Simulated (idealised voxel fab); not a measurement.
process module | voxel ribs on slabs
cross-section cut | 290 nm wide | cells 5 nm
A cross-section is a grid of square cells, given in bands from the top down. A band is one or more rows of cells.
Each band's line starts with the height of the band's top and of its bottom, in nm. Then come its materials from left to right, each with its width in nm. One material with "throughout" fills the band from edge to edge. "air" is empty space.
Height 0 is the level under which the wafer as received is all one material. The lowest band goes on downwards, as in "0 down".
A width such as "30 to 40" changes by the same amount from each row of cells to the next, from the band's top row to its bottom row.
"no change" after a step means that no cell of the cross-section changed.
closed voids: empty space of 8 cells or more with no open way to the top, each as width x height at its distance from the left edge, in nm
after a step's settings: what the simulator itself notes on the step
overlay nm, on a step with a mask: how far to the right of its planned place the mask lay; to the left if negative
plan
1 op RECEIVE | material Si
2 op DIRECTIONAL_DEP | material SiO2 | thk nm 25
3 op DIRECTIONAL_DEP | material SiN | thk nm 20
4 op DIRECTIONAL_DEP | material aC | thk nm 10
5 op PATTERN | tone cover | mask id RIB | material resist | width nm 30 | thk nm 30 | overlay nm 0
6 op DIRECTIONAL_ETCH | etch materials aC | depth nm 10
7 op STRIP | etch materials resist
8 op DIRECTIONAL_ETCH | etch materials SiN | depth nm 5
9 op STRIP | etch materials aC
10 op PATTERN | tone cover | mask id SLAB | material resist | width nm 90 | thk nm 15 | overlay nm 0
11 op DIRECTIONAL_ETCH | etch materials SiN | depth nm 15
12 op STRIP | etch materials resist
13 op FILL_DEP | material SiO2 | thk nm 20
14 op CMP | height nm 60
15 op DIRECTIONAL_DEP | material TiN | thk nm 10
16 op DIRECTIONAL_DEP | material aC | thk nm 10
17 op PATTERN | tone cover | mask id HEATER | material resist | width nm 40 | thk nm 25 | overlay nm 0
18 op DIRECTIONAL_ETCH | etch materials aC | depth nm 10
19 op STRIP | etch materials resist
20 op DIRECTIONAL_ETCH | etch materials TiN | depth nm 10
21 op STRIP | etch materials aC
22 op CONFORMAL_DEP | material SiN | thk nm 5
as received, after step 1
  0 down: Si throughout
  closed voids: none
first wafer at the end, as planned
  75 to 70: air 120 | SiN 50 | air 120
  70 to 65: air 120 | SiN 5 | TiN 40 | SiN 5 | air 120
  65 to 60: SiN 125 | TiN 40 | SiN 125
  60 to 45: SiO2 throughout
  45 to 40: SiO2 130 | SiN 30 | SiO2 130
  40 to 25: SiO2 100 | SiN 90 | SiO2 100
  25 to 0: SiO2 throughout
  0 down: Si throughout
  closed voids: none
second wafer at the end: like start, like plan, one mistake
  85 to 80: SiN throughout
  80 to 70: SiO2 throughout
  70 to 60: TiN throughout
  60 to 45: SiO2 throughout
  45 to 40: SiO2 130 | SiN 30 | SiO2 130
  40 to 25: SiO2 100 | SiN 90 | SiO2 100
  25 to 0: SiO2 throughout
  0 down: Si throughout
  closed voids: none
what went wrong: step 16 ran as: op DIRECTIONAL_DEP | material SiO2 | thk nm 10
at the end the second wafer has, in cells: 4 fewer of SiN | 116 more of SiO2 | 100 more of TiN
